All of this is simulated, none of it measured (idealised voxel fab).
The name of this process module is voxel trench capacitor.
Pictured: cross-section cut, 285 nm wide, on a grid of 5 nm square cells.
For the purposes of this document, a cross-section shall be understood as a grid of square cells, specified as bands listed in top-to-bottom order, each band consisting of one or more rows of cells.
The band entry comprises the height of the band's top followed by the height of its bottom, expressed in nm, and subsequently the band's materials from left to right, each stated together with its width in nm. Where a single material is marked with the word "edge to edge", that material fills the band from edge to edge. The word "air" represents empty space.
A quick word on heights: they are counted from 0, and under that level the wafer as it came to us is one material throughout. The lowest band is different from the rest in having no bottom; it simply continues downward, written as in "0..down".
It should be noted that a width expressed as "30..40" varies in equal increments from row to row of cells within the band, taking the value of the first number at the top row and that of the second number at the bottom row.
Any step labelled "no modifications" changed none of the cells in the cross-section.
Under "Closed cavity list" you'll find the enclosed gaps, the ones with no way out to the top, that are 8 cells or bigger; each reads width x height at distance, with distance counted from the left edge, everything in nm.
Formally, on a step line, whatever follows the settings is a remark that the simulator itself makes on the step.
A step's line can hold "overlay nm"; with a mask on that step, the setting says how far right of the planned place the mask lay, while a negative setting says it lay to the left.

PROCESS STEPS (PLANNED)
1. RECEIVE with material Si
2. CONFORMAL_DEP with material SiN, thk nm 5
3. DIRECTIONAL_DEP with material aC, thk nm 10
4. PATTERN with tone open, mask id TRENCH, material resist, width nm 25, pitch nm 40, thk nm 30, overlay nm -15
5. DIRECTIONAL_ETCH with etch materials aC, depth nm 10
6. STRIP with etch materials resist
7. DIRECTIONAL_ETCH with etch materials SiN, depth nm 5
8. DIRECTIONAL_ETCH with etch materials Si, depth nm 40
9. STRIP with etch materials aC
10. CONFORMAL_DEP with material Al2O3, thk nm 5
11. CONFORMAL_DEP with material TiN, thk nm 5
12. FILL_DEP with material W, thk nm 10
13. CMP with height nm 5
Quick note for whoever runs this: the wafers start identical, but the overlay nm at step 4 isn't the same across them. The plan just shows what the first wafer had.

HERE'S THE FIRST OF THE WAFERS IN CROSS-SECTION, JUST AS WE GOT IT, I.E. AFTER STEP 1
    0..down = Si edge to edge
    Closed cavity list: none

THE TABLE BELOW HAS ONE ROW FOR EACH WAFER; A ROW SHOWS, AS OF THE END OF THE MODULE, HOW MANY CELLS OF EACH MATERIAL THE WAFER HAS GAINED, MARKED (+), OR LOST, MARKED (-), SINCE IT WAS RECEIVED, AND THEN THE WAFER'S CLOSED VOIDS
overlay nm -15; +42 Al2O3; -80 Si; +47 SiN; +34 TiN; +14 W; Closed cavity list: none
overlay nm -10; +42 Al2O3; -80 Si; +47 SiN; +34 TiN; +14 W; Closed cavity list: none
overlay nm -5; +42 Al2O3; -80 Si; +47 SiN; +34 TiN; +14 W; Closed cavity list: none
overlay nm 0; +42 Al2O3; -80 Si; +47 SiN; +34 TiN; +14 W; Closed cavity list: none
overlay nm 5; +42 Al2O3; -80 Si; +47 SiN; +34 TiN; +14 W; Closed cavity list: none
overlay nm 10; +42 Al2O3; -80 Si; +47 SiN; +34 TiN; +14 W; Closed cavity list: none
overlay nm 15; +42 Al2O3; -80 Si; +47 SiN; +34 TiN; +14 W; Closed cavity list: none
